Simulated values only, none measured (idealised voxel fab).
This is a process module. Its name is voxel spacer lines.
We display cut, a cross-section 300 nm in width whose square cells are each 5 nm.
Square cells in a grid make up a cross-section in this document, and the grid is given as bands, listed from the top down, each one or more rows of cells. Top, bottom (nm), then materials left to right with widths (nm); lone material tagged "all across" fills the whole band edge to edge; "blank" = empty space. Height reference: 0 = level under which incoming wafer is all one material. Lowest band: no bottom, runs on downward, e.g. "from 0 down". Think of "30 to 40" as a width that walks from the first number to the second as you go down the band, top row to bottom row, taking equal-sized steps from row to row. Take "nothing different" at face value: in the step it is given for, the cross-section changed in none of its cells. Each empty space that has no open way to the top and spans at least 8 cells appears under "Closed void table" as width x height at distance, the distance counted from the left edge, all in nm. What comes after the settings on a step's line is commentary from the simulator itself on that step. Steps that use a mask can have "overlay nm" on their line. It says how far the mask sat to the right of where it was meant to be. Negative means to the left.

**Planned process steps**
step 1: RECEIVE with material Si
step 2: CONFORMAL_DEP with material Al2O3, thk nm 10
step 3: DIRECTIONAL_DEP with material polySi, thk nm 15
step 4: DIRECTIONAL_DEP with material aC, thk nm 30
step 5: PATTERN with tone cover, mask id MANDREL, material resist, width nm 15, pitch nm 50, thk nm 40, overlay nm 0
step 6: DIRECTIONAL_ETCH with etch materials aC, depth nm 30
step 7: STRIP with etch materials resist
step 8: CONFORMAL_DEP with material SiO2, thk nm 10
step 9: DIRECTIONAL_ETCH with etch materials SiO2, depth nm 10
step 10: STRIP with etch materials aC
step 11: DIRECTIONAL_ETCH with etch materials polySi, depth nm 15
step 12: STRIP with etch materials SiO2

**First of two wafers - as planned**

**Incoming wafer, cross-sectional view, post step 1**
	from 0 down | Si all across
	Closed void table: none

**Once step 2 is through, the wafer looks like this in cross-section**
	from 10 to 0 | Al2O3 all across
	Nothing below the height 0 has changed.

**Once step 3 is through, the wafer looks like this in cross-section**
	from 25 to 10 | polySi all across
	Nothing below the height 10 has changed.

**Once step 4 is through, the wafer looks like this in cross-section**
	from 55 to 25 | aC all across
	Nothing below the height 25 has changed.

**Once step 5 is through, the wafer looks like this in cross-section**
	from 95 to 55 | blank: 115 / resist: 15 / blank: 35 / resist: 15 / blank: 120
	Nothing below the height 55 has changed.

**Once step 6 is through, the wafer looks like this in cross-section**
	from 65 to 55 | blank: 115 / resist: 15 / blank: 35 / resist: 15 / blank: 120
	from 55 to 25 | blank: 115 / aC: 15 / blank: 35 / aC: 15 / blank: 120
	Nothing below the height 25 has changed.

**Once step 7 is through, the wafer looks like this in cross-section**
	from 55 to 25 | blank: 115 / aC: 15 / blank: 35 / aC: 15 / blank: 120
	Nothing below the height 25 has changed.

**Once step 8 is through, the wafer looks like this in cross-section**
	from 65 to 55 | blank: 105 / SiO2: 35 / blank: 15 / SiO2: 35 / blank: 110
	from 55 to 35 | blank: 105 / SiO2: 10 / aC: 15 / SiO2: 10 / blank: 15 / SiO2: 10 / aC: 15 / SiO2: 10 / blank: 110
	from 35 to 25 | SiO2: 115 / aC: 15 / SiO2: 35 / aC: 15 / SiO2: 120
	Nothing below the height 25 has changed.

**Once step 9 is through, the wafer looks like this in cross-section**
	from 55 to 25 | blank: 105 / SiO2: 10 / aC: 15 / SiO2: 10 / blank: 15 / SiO2: 10 / aC: 15 / SiO2: 10 / blank: 110
	Nothing below the height 25 has changed.

**Once step 10 is through, the wafer looks like this in cross-section**
	from 55 to 25 | blank: 105 / SiO2: 10 / blank: 15 / SiO2: 10 / blank: 15 / SiO2: 10 / blank: 15 / SiO2: 10 / blank: 110
	Nothing below the height 25 has changed.

**Once step 11 is through, the wafer looks like this in cross-section**
	from 55 to 25 | blank: 105 / SiO2: 10 / blank: 15 / SiO2: 10 / blank: 15 / SiO2: 10 / blank: 15 / SiO2: 10 / blank: 110
	from 25 to 10 | blank: 105 / polySi: 10 / blank: 15 / polySi: 10 / blank: 15 / polySi: 10 / blank: 15 / polySi: 10 / blank: 110
	Nothing below the height 10 has changed.

**Once step 12 is through, the wafer looks like this in cross-section**
	from 25 to 10 | blank: 105 / polySi: 10 / blank: 15 / polySi: 10 / blank: 15 / polySi: 10 / blank: 15 / polySi: 10 / blank: 110
	Nothing below the height 10 has changed.

**Here the second wafer is described. Its start and its plan were those of the first wafer. Its run contained one mistake. Up to and including step 4, it did exactly what the first wafer did**

**when step 5 should have ended**
	from 95 to 55 | blank: 115 / resist: 20 / blank: 30 / resist: 20 / blank: 115
	Nothing below the height 55 has changed.

**when step 6 should have ended**
	from 65 to 55 | blank: 115 / resist: 20 / blank: 30 / resist: 20 / blank: 115
	from 55 to 25 | blank: 115 / aC: 20 / blank: 30 / aC: 20 / blank: 115
	Nothing below the height 25 has changed.

**when step 7 should have ended**
	from 55 to 25 | blank: 115 / aC: 20 / blank: 30 / aC: 20 / blank: 115
	Nothing below the height 25 has changed.

**when step 8 should have ended**
	from 65 to 55 | blank: 105 / SiO2: 40 / blank: 10 / SiO2: 40 / blank: 105
	from 55 to 35 | blank: 105 / SiO2: 10 / aC: 20 / SiO2: 10 / blank: 10 / SiO2: 10 / aC: 20 / SiO2: 10 / blank: 105
	from 35 to 25 | SiO2: 115 / aC: 20 / SiO2: 30 / aC: 20 / SiO2: 115
	Nothing below the height 25 has changed.

**when step 9 should have ended**
	from 55 to 25 | blank: 105 / SiO2: 10 / aC: 20 / SiO2: 10 / blank: 10 / SiO2: 10 / aC: 20 / SiO2: 10 / blank: 105
	Nothing below the height 25 has changed.

**when step 10 should have ended**
	from 55 to 25 | blank: 105 / SiO2: 10 / blank: 20 / SiO2: 10 / blank: 10 / SiO2: 10 / blank: 20 / SiO2: 10 / blank: 105
	Nothing below the height 25 has changed.

**when step 11 should have ended**
	from 55 to 25 | blank: 105 / SiO2: 10 / blank: 20 / SiO2: 10 / blank: 10 / SiO2: 10 / blank: 20 / SiO2: 10 / blank: 105
	from 25 to 10 | blank: 105 / polySi: 10 / blank: 20 / polySi: 10 / blank: 10 / polySi: 10 / blank: 20 / polySi: 10 / blank: 105
	Nothing below the height 10 has changed.

**when step 12 should have ended**
	from 25 to 10 | blank: 105 / polySi: 10 / blank: 20 / polySi: 10 / blank: 10 / polySi: 10 / blank: 20 / polySi: 10 / blank: 105
	Nothing below the height 10 has changed.
Misprocessing identified: note that step 5 departed from the planned setting and was carried out as PATTERN with tone cover, mask id MANDREL, material resist, width nm 20, pitch nm 50, thk nm 40, overlay nm 0
Cell counts per material: same on both final wafers. Positions: different.
